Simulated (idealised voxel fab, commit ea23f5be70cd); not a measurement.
A process module follows: voxel capacitor over wiring.
The cross-section on display is named cut; it measures 165 nm wide, and its cells are 5 nm squares.
Cross-section = grid of square cells, listed top down in bands; band = one or more rows.
Band entry format. Leading values: height of top, height of bottom, nm. Remainder: materials in left-to-right order, each with its width in nm. Special words: "all across" on a single material, which then fills the band edge to edge; "blank", empty space.
The reference from which all heights are counted is 0, the level beneath which the as-received wafer is entirely one material; the lowest band, having no lower bound, proceeds downward and is written after the example "0 nm and below".
The two numbers in a width such as "30->40" mark its ends across the band: the first belongs to the top row of cells, the second to the bottom row, and from each row to the next the width moves by the same amount.
Step note "left unchanged" = no cross-section cell changed.
"Closed void catalog" means: voids of 8 cells or more that are shut off from the top with no open way through. Written width x height at distance, distance from the left edge, in nm.
Whatever follows a step's settings on its line is a remark the simulator itself makes about that step.
overlay nm: where the mask lay relative to plan, measured to the right, on steps with a mask; negatives go left.
-- Planned step list for the process
1,RECEIVE: material Si
2,CONFORMAL_DEP: material SiO2, thk nm 15
3,CONFORMAL_DEP: material SiCN, thk nm 5
4,DIRECTIONAL_DEP: material SiO2, thk nm 25
5,PATTERN: tone open, mask id METAL_1, material resist, width nm 30, pitch nm 95, thk nm 15, overlay nm 0
6,DIRECTIONAL_ETCH: etch materials SiO2, depth nm 25
7,DIRECTIONAL_ETCH: etch materials SiCN, depth nm 5
8,STRIP: etch materials resist
9,CONFORMAL_DEP: material TiN, thk nm 5
10,FILL_DEP: material Ru, thk nm 5
11,CMP: height nm 45
12,EPI: material Ru, thk nm 5
13,FILL_DEP: material SiCN, thk nm 5
14,DIRECTIONAL_DEP: material SiO2, thk nm 20
15,DIRECTIONAL_DEP: material aC, thk nm 10
16,PATTERN: tone open, mask id PLUG_1, material resist, width nm 15, thk nm 25, overlay nm 0
17,DIRECTIONAL_ETCH: etch materials aC, depth nm 10
18,STRIP: etch materials resist
19,DIRECTIONAL_ETCH: etch materials SiO2, depth nm 20
20,DIRECTIONAL_ETCH: etch materials SiCN, depth nm 5
21,STRIP: etch materials aC
22,CONFORMAL_DEP: material TiN, thk nm 5
23,FILL_DEP: material W, thk nm 5
24,CMP: height nm 75
25,DIRECTIONAL_DEP: material TiN, thk nm 5
26,DIRECTIONAL_DEP: material SiN, thk nm 5
27,DIRECTIONAL_DEP: material TiN, thk nm 10
28,MASKED_ETCH: tone cover, mask id UPPER_PLATE, width nm 70, etch materials TiN, depth nm 10, overlay nm 0
29,MASKED_ETCH: tone cover, mask id UPPER_PLATE, width nm 70, etch materials SiN, depth nm 5, overlay nm 0
30,PATTERN: tone cover, mask id LOWER_PLATE, material resist, width nm 80, thk nm 15, overlay nm 0
31,DIRECTIONAL_ETCH: etch materials TiN, depth nm 5
32,STRIP: etch materials resist
33,FILL_DEP: material SiO2, thk nm 15
34,CMP: height nm 105
35,PATTERN: tone open, mask id PLUG_2, material resist, width nm 15, thk nm 20, overlay nm 0
36,DIRECTIONAL_ETCH: etch materials SiO2, depth nm 10
37,STRIP: etch materials resist
38,CONFORMAL_DEP: material TiN, thk nm 5
39,FILL_DEP: material Cu, thk nm 5
40,CMP: height nm 105
41,CONFORMAL_DEP: material SiCN, thk nm 5
-- as received, after step 1
  0 nm and below  Si all across
  Closed void catalog: none
-- Final wafer profile in cross-section after the module, from the same start and plan as above, with one mistake made during processing
  110 nm to 105 nm  SiCN all across
  105 nm to 100 nm  45 SiO2  5 TiN  5 Cu  5 TiN  105 SiO2
  100 nm to 95 nm  45 SiO2  15 TiN  105 SiO2
  95 nm to 85 nm  35 SiO2  70 TiN  60 SiO2
  85 nm to 80 nm  35 SiO2  70 SiN  60 SiO2
  80 nm to 75 nm  35 SiO2  70 TiN  60 SiO2
  75 nm to 55 nm  35 SiO2  5 TiN  5 W  5 TiN  115 SiO2
  55 nm to 50 nm  35 SiCN  15 TiN  115 SiCN
  50 nm to 45 nm  15 SiCN  40 Ru  55 SiCN  40 Ru  15 SiCN
  45 nm to 20 nm  20 SiO2  5 TiN  20 Ru  5 TiN  65 SiO2  5 TiN  20 Ru  5 TiN  20 SiO2
  20 nm to 15 nm  20 SiCN  30 TiN  65 SiCN  30 TiN  20 SiCN
  15 nm to 0 nm  SiO2 all across
  0 nm and below  Si all across
  Closed void catalog: none
Short version of what went wrong: for step 30, the planned setting was not used; the step was instead run as PATTERN: tone cover, mask id LOWER_PLATE, material resist, width nm 70, thk nm 15, overlay nm 0
